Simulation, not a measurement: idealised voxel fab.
This is a process module. Its name is voxel wiring stack.
Cross-sectional view cut (width: 280 nm; square cell size: 5 nm).
Notation: cross-section as square-cell grid; stated in bands, top first, going down; one or more cell rows per band. Band entry format. Leading values: height of top, height of bottom, nm. Remainder: materials in left-to-right order, each with its width in nm. Special words: "full width" on a single material, which then fills the band edge to edge; "air", empty space. Zero point of the height axis is 0; under it, received wafer = one material. Lowest band: continues down indefinitely, "z 0 and below". The expression "30->40" gives the width at the extremes of the band, the first number at its top row of cells and the second at its bottom row, with the width changing by equal amounts from each row to the next in between. No cell of the cross-section changed in a step that is given as "no alteration". Look at "Sealed internal voids" for the closed voids: empty spaces with no open path to the top, sized 8 cells or up. Each is width x height at distance, distance from the left edge, all nm. Formally, on a step line, whatever follows the settings is a remark that the simulator itself makes on the step. The line of a step may include "overlay nm". On a step with a mask, this value is how far to the right of its planned place the mask lay. A negative value means the mask lay to the left.
-- List of planned process steps
| 1 | op RECEIVE | material Si |
| 2 | op CONFORMAL_DEP | material SiO2 | thk nm 10 |
| 3 | op CONFORMAL_DEP | material SiN | thk nm 5 |
| 4 | op DIRECTIONAL_DEP | material lowk | thk nm 25 |
| 5 | op PATTERN | tone open | mask id METAL_1 | material resist | width nm 30 | pitch nm 60 | thk nm 15 | overlay nm 0 |
| 6 | op DIRECTIONAL_ETCH | etch materials lowk | depth nm 25 |
| 7 | op DIRECTIONAL_ETCH | etch materials SiN | depth nm 5 |
| 8 | op STRIP | etch materials resist |
| 9 | op CONFORMAL_DEP | material TiN | thk nm 5 |
| 10 | op FILL_DEP | material W | thk nm 5 |
| 11 | op CMP | height nm 40 |
| 12 | op CONFORMAL_DEP | material SiCN | thk nm 5 |
| 13 | op DIRECTIONAL_DEP | material lowk | thk nm 20 |
| 14 | op DIRECTIONAL_DEP | material aC | thk nm 15 |
| 15 | op PATTERN | tone open | mask id PLUG_1 | material resist | width nm 15 | pitch nm 120 | thk nm 30 | overlay nm 0 |
| 16 | op DIRECTIONAL_ETCH | etch materials aC | depth nm 15 |
| 17 | op STRIP | etch materials resist |
| 18 | op DIRECTIONAL_ETCH | etch materials lowk | depth nm 20 |
| 19 | op DIRECTIONAL_ETCH | etch materials SiCN | depth nm 5 |
| 20 | op STRIP | etch materials aC |
| 21 | op EPI | material Ru | thk nm 10 |
| 22 | op EPI | material Ru | thk nm 10 |
| 23 | op EPI | material Ru | thk nm 5 |
| 24 | op CONFORMAL_DEP | material SiCN | thk nm 5 |
| 25 | op DIRECTIONAL_DEP | material lowk | thk nm 25 |
| 26 | op MASKED_ETCH | tone open | mask id METAL_2 | width nm 30 | pitch nm 60 | etch materials lowk | depth nm 25 | overlay nm 0 |
| 27 | op MASKED_ETCH | tone open | mask id METAL_2 | width nm 30 | pitch nm 60 | etch materials SiCN | depth nm 5 | overlay nm 0 |
| 28 | op CONFORMAL_DEP | material TiN | thk nm 5 |
| 29 | op FILL_DEP | material Cu | thk nm 10 |
| 30 | op CMP | height nm 95 |
| 31 | op CONFORMAL_DEP | material SiCN | thk nm 5 |
| 32 | op DIRECTIONAL_DEP | material SiO2 | thk nm 35 |
| 33 | op DIRECTIONAL_DEP | material aC | thk nm 10 |
| 34 | op PATTERN | tone open | mask id METAL_3 | material resist | width nm 30 | pitch nm 60 | thk nm 30 | overlay nm 0 |
| 35 | op DIRECTIONAL_ETCH | etch materials aC | depth nm 10 |
| 36 | op STRIP | etch materials resist |
| 37 | op DIRECTIONAL_ETCH | etch materials SiO2 | depth nm 20 |
| 38 | op STRIP | etch materials aC |
| 39 | op PATTERN | tone open | mask id METAL_3_HOLES | material resist | width nm 15 | pitch nm 120 | thk nm 15 | overlay nm 0 |
| 40 | op DIRECTIONAL_ETCH | etch materials SiO2 | depth nm 15 |
| 41 | op DIRECTIONAL_ETCH | etch materials SiCN | depth nm 5 |
| 42 | op STRIP | etch materials resist |
| 43 | op CONFORMAL_DEP | material TiN | thk nm 5 |
| 44 | op FILL_DEP | material Cu | thk nm 10 |
| 45 | op CMP | height nm 135 |
| 46 | op CONFORMAL_DEP | material SiN | thk nm 5 |
-- This is the cross-section of the wafer as we received it, i.e. after step 1
  z 0 and below = Si full width
  Sealed internal voids: none
-- End-of-module cross-section of the first of two wafers, processed as planned
  z 140 to 135 = SiN full width
  z 135 to 120 = 65 of SiO2  5 of TiN  20 of Cu  5 of TiN  30 of SiO2  5 of TiN  20 of Cu  5 of TiN  30 of SiO2  5 of TiN  20 of Cu  5 of TiN  65 of SiO2
  z 120 to 115 = 65 of SiO2  5 of TiN  5 of Cu  20 of TiN  30 of SiO2  30 of TiN  30 of SiO2  5 of TiN  5 of Cu  20 of TiN  65 of SiO2
  z 115 to 100 = 65 of SiO2  5 of TiN  5 of Cu  5 of TiN  105 of SiO2  5 of TiN  5 of Cu  5 of TiN  80 of SiO2
  z 100 to 95 = 65 of SiCN  15 of TiN  105 of SiCN  15 of TiN  80 of SiCN
  z 95 to 70 = 65 of lowk  5 of TiN  20 of Cu  5 of TiN  30 of lowk  5 of TiN  20 of Cu  5 of TiN  30 of lowk  5 of TiN  20 of Cu  5 of TiN  65 of lowk
  z 70 to 65 = 65 of SiCN  30 of TiN  30 of SiCN  30 of TiN  30 of SiCN  30 of TiN  65 of SiCN
  z 65 to 45 = 65 of lowk  15 of Ru  105 of lowk  15 of Ru  80 of lowk
  z 45 to 40 = 65 of SiCN  15 of Ru  105 of SiCN  15 of Ru  80 of SiCN
  z 40 to 15 = 65 of lowk  5 of TiN  20 of W  5 of TiN  30 of lowk  5 of TiN  20 of W  5 of TiN  30 of lowk  5 of TiN  20 of W  5 of TiN  65 of lowk
  z 15 to 10 = 65 of SiN  30 of TiN  30 of SiN  30 of TiN  30 of SiN  30 of TiN  65 of SiN
  z 10 to 0 = SiO2 full width
  z 0 and below = Si full width
  Sealed internal voids: none
-- Cross-section, wafer two of two, end of module: same start and plan as wafer one, one error in execution
  z 140 to 135 = SiN full width
  z 135 to 125 = Cu full width
  z 125 to 120 = 70 of TiN  20 of Cu  40 of TiN  20 of Cu  40 of TiN  20 of Cu  70 of TiN
  z 120 to 115 = 65 of SiO2  20 of TiN  5 of Cu  5 of TiN  30 of SiO2  5 of TiN  20 of Cu  5 of TiN  30 of SiO2  20 of TiN  5 of Cu  5 of TiN  65 of SiO2
  z 115 to 100 = 80 of SiO2  5 of TiN  5 of Cu  5 of TiN  30 of SiO2  5 of TiN  20 of Cu  5 of TiN  45 of SiO2  5 of TiN  5 of Cu  5 of TiN  65 of SiO2
  z 100 to 95 = 80 of SiCN  15 of TiN  30 of SiCN  30 of TiN  45 of SiCN  15 of TiN  65 of SiCN
  z 95 to 70 = 65 of lowk  5 of TiN  20 of Cu  5 of TiN  30 of lowk  5 of TiN  20 of Cu  5 of TiN  30 of lowk  5 of TiN  20 of Cu  5 of TiN  65 of lowk
  z 70 to 65 = 65 of SiCN  30 of TiN  30 of SiCN  30 of TiN  30 of SiCN  30 of TiN  65 of SiCN
  z 65 to 45 = 65 of lowk  15 of Ru  105 of lowk  15 of Ru  80 of lowk
  z 45 to 40 = 65 of SiCN  15 of Ru  105 of SiCN  15 of Ru  80 of SiCN
  z 40 to 15 = 65 of lowk  5 of TiN  20 of W  5 of TiN  30 of lowk  5 of TiN  20 of W  5 of TiN  30 of lowk  5 of TiN  20 of W  5 of TiN  65 of lowk
  z 15 to 10 = 65 of SiN  30 of TiN  30 of SiN  30 of TiN  30 of SiN  30 of TiN  65 of SiN
  z 10 to 0 = SiO2 full width
  z 0 and below = Si full width
  Sealed internal voids: none
In executing the process, a mistake was made relative to the plan: step 39 did not use the planned setting and instead ran as op PATTERN | tone cover | mask id METAL_3_HOLES | material resist | width nm 15 | pitch nm 120 | thk nm 15 | overlay nm 0
In the final state, the cell counts of the second wafer exceed or fall short of those of the first for the following materials: Cu +104 | SiCN -6 | SiO2 -132 | TiN +34
